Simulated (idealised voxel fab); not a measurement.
This section sets out a process module, namely voxel air gaps.
The cross-section shown here is cut; it is 265 nm wide and divided into square cells measuring 5 nm on a side.
Heads up, the way a cross-section reads in here is a grid of square cells, handed over as bands from the top down, with every band being one or more rows of cells.
Basically the band line says how high the top is and how high the bottom is, in nm, and then what's in it from left to right, every material with its width in nm. Empty space shows up as "air", and if a single material carries "all across" it runs the full band edge to edge.
Heights are expressed relative to 0, this being the level below which the as-received wafer comprises one material exclusively. The lowest band is unbounded in the downward direction and is denoted as in "0 down".
Width "30 to 40": first value at the band's top row of cells, second value at its bottom row, equal change from row to row.
Given "nothing got changed" for a step, no cell of the cross-section differs between before and after that step.
Each empty space that has no open way to the top and spans at least 8 cells appears under "Non-vented voids" as width x height at distance, the distance counted from the left edge, all in nm.
Step line, after settings: the simulator's comment on this step.
"overlay nm" on a masked step: distance the mask lay right of its planned place, negative for left.

[plan]
1) RECEIVE (material Si)
2) CONFORMAL_DEP (material SiO2; thk nm 15)
3) CONFORMAL_DEP (material SiN; thk nm 5)
4) DIRECTIONAL_DEP (material SiO2; thk nm 40)
5) DIRECTIONAL_DEP (material aC; thk nm 15)
6) PATTERN (tone open; mask id LINES; material resist; width nm 15; pitch nm 40; thk nm 35; overlay nm 0)
7) DIRECTIONAL_ETCH (etch materials aC; depth nm 15)
8) STRIP (etch materials resist)
9) DIRECTIONAL_ETCH (etch materials SiO2; depth nm 40)
10) STRIP (etch materials aC)
11) CONFORMAL_DEP (material TiN; thk nm 5)
12) FILL_DEP (material W; thk nm 10)
13) CMP (height nm 60)
14) EPI (material Ru; thk nm 10)
15) SELECTIVE_ETCH (etch materials SiO2; depth nm 50)
16) CONFORMAL_DEP (material SiN; thk nm 5)

[The first of a set of two wafers, run to plan]

[Cross-sectional view of the wafer in its as-received condition, corresponding to the state after step 1]
    0 down | Si all across
    Non-vented voids: none

[After step 2, in cross-section]
    15 to 0 | SiO2 all across
    Beneath the level 0, the cross-section is identical to its previous state.

[After step 3, in cross-section]
    20 to 15 | SiN all across
    Beneath the level 15, the cross-section is identical to its previous state.

[After step 4, in cross-section]
    60 to 20 | SiO2 all across
    Beneath the level 20, the cross-section is identical to its previous state.

[After step 5, in cross-section]
    75 to 60 | aC all across
    Beneath the level 60, the cross-section is identical to its previous state.

[After step 6, in cross-section]
    110 to 75 | resist (85) / air (15) / resist (25) / air (15) / resist (25) / air (15) / resist (85)
    Beneath the level 75, the cross-section is identical to its previous state.

[After step 7, in cross-section]
    95 to 75 | resist (85) / air (15) / resist (25) / air (15) / resist (25) / air (15) / resist (85)
    75 to 60 | aC (85) / air (15) / aC (25) / air (15) / aC (25) / air (15) / aC (85)
    Beneath the level 60, the cross-section is identical to its previous state.

[After step 8, in cross-section]
    75 to 60 | aC (85) / air (15) / aC (25) / air (15) / aC (25) / air (15) / aC (85)
    Beneath the level 60, the cross-section is identical to its previous state.

[After step 9, in cross-section]
    75 to 60 | aC (85) / air (15) / aC (25) / air (15) / aC (25) / air (15) / aC (85)
    60 to 20 | SiO2 (85) / air (15) / SiO2 (25) / air (15) / SiO2 (25) / air (15) / SiO2 (85)
    Beneath the level 20, the cross-section is identical to its previous state.

[After step 10, in cross-section]
    60 to 20 | SiO2 (85) / air (15) / SiO2 (25) / air (15) / SiO2 (25) / air (15) / SiO2 (85)
    Beneath the level 20, the cross-section is identical to its previous state.

[After step 11, in cross-section]
    65 to 60 | TiN (90) / air (5) / TiN (35) / air (5) / TiN (35) / air (5) / TiN (90)
    60 to 25 | SiO2 (85) / TiN (5) / air (5) / TiN (5) / SiO2 (25) / TiN (5) / air (5) / TiN (5) / SiO2 (25) / TiN (5) / air (5) / TiN (5) / SiO2 (85)
    25 to 20 | SiO2 (85) / TiN (15) / SiO2 (25) / TiN (15) / SiO2 (25) / TiN (15) / SiO2 (85)
    Beneath the level 20, the cross-section is identical to its previous state.

[After step 12, in cross-section]
    75 to 65 | W all across
    65 to 60 | TiN (90) / W (5) / TiN (35) / W (5) / TiN (35) / W (5) / TiN (90)
    60 to 25 | SiO2 (85) / TiN (5) / W (5) / TiN (5) / SiO2 (25) / TiN (5) / W (5) / TiN (5) / SiO2 (25) / TiN (5) / W (5) / TiN (5) / SiO2 (85)
    Beneath the level 25, the cross-section is identical to its previous state.

[After step 13, in cross-section]
    60 to 25 | SiO2 (85) / TiN (5) / W (5) / TiN (5) / SiO2 (25) / TiN (5) / W (5) / TiN (5) / SiO2 (25) / TiN (5) / W (5) / TiN (5) / SiO2 (85)
    Beneath the level 25, the cross-section is identical to its previous state.

[After step 14, in cross-section]
    70 to 60 | air (75) / Ru (35) / air (5) / Ru (35) / air (5) / Ru (35) / air (75)
    Beneath the level 60, the cross-section is identical to its previous state.

[After step 15, in cross-section]
    70 to 60 | air (75) / Ru (35) / air (5) / Ru (35) / air (5) / Ru (35) / air (75)
    60 to 25 | air (85) / TiN (5) / W (5) / TiN (5) / air (25) / TiN (5) / W (5) / TiN (5) / air (25) / TiN (5) / W (5) / TiN (5) / air (85)
    25 to 20 | air (85) / TiN (15) / air (25) / TiN (15) / air (25) / TiN (15) / air (85)
    Beneath the level 20, the cross-section is identical to its previous state.

[After step 16, in cross-section]
    75 to 70 | air (70) / SiN (125) / air (70)
    70 to 60 | air (70) / SiN (5) / Ru (35) / SiN (5) / Ru (35) / SiN (5) / Ru (35) / SiN (5) / air (70)
    60 to 55 | air (70) / SiN (15) / TiN (5) / W (5) / TiN (5) / SiN (25) / TiN (5) / W (5) / TiN (5) / SiN (25) / TiN (5) / W (5) / TiN (5) / SiN (15) / air (70)
    55 to 25 | air (80) / SiN (5) / TiN (5) / W (5) / TiN (5) / SiN (5) / air (15) / SiN (5) / TiN (5) / W (5) / TiN (5) / SiN (5) / air (15) / SiN (5) / TiN (5) / W (5) / TiN (5) / SiN (5) / air (80)
    25 to 20 | SiN (85) / TiN (15) / SiN (25) / TiN (15) / SiN (25) / TiN (15) / SiN (85)
    Beneath the level 20, the cross-section is identical to its previous state.
    Non-vented voids: 15 x 30 at 105; 15 x 30 at 145

[The second wafer began exactly as the first did and followed the same plan, but one mistake was made while running it; through step 13 inclusive, the two wafers are identical]

[Cross-section: second wafer, time at which step 14 was scheduled to end]
    80 to 60 | air (65) / Ru (135) / air (65)
    Beneath the level 60, the cross-section is identical to its previous state.

[Cross-section: second wafer, time at which step 15 was scheduled to end]
    80 to 60 | air (65) / Ru (135) / air (65)
    60 to 25 | air (85) / TiN (5) / W (5) / TiN (5) / SiO2 (25) / TiN (5) / W (5) / TiN (5) / SiO2 (25) / TiN (5) / W (5) / TiN (5) / air (85)
    25 to 20 | air (85) / TiN (15) / SiO2 (25) / TiN (15) / SiO2 (25) / TiN (15) / air (85)
    Beneath the level 20, the cross-section is identical to its previous state.

[Cross-section: second wafer, time at which step 16 was scheduled to end]
    85 to 80 | air (60) / SiN (145) / air (60)
    80 to 60 | air (60) / SiN (5) / Ru (135) / SiN (5) / air (60)
    60 to 55 | air (60) / SiN (25) / TiN (5) / W (5) / TiN (5) / SiO2 (25) / TiN (5) / W (5) / TiN (5) / SiO2 (25) / TiN (5) / W (5) / TiN (5) / SiN (25) / air (60)
    55 to 25 | air (80) / SiN (5) / TiN (5) / W (5) / TiN (5) / SiO2 (25) / TiN (5) / W (5) / TiN (5) / SiO2 (25) / TiN (5) / W (5) / TiN (5) / SiN (5) / air (80)
    25 to 20 | SiN (85) / TiN (15) / SiO2 (25) / TiN (15) / SiO2 (25) / TiN (15) / SiN (85)
    Beneath the level 20, the cross-section is identical to its previous state.
The plan and the run diverged here: step 14 of the plan was twice carried out
End of process, cell counts, second wafer against first, materials with more or fewer: 66 more of Ru | 36 fewer of SiN | 80 more of SiO2
closed voids at the end (first wafer, second wafer): 2, 0
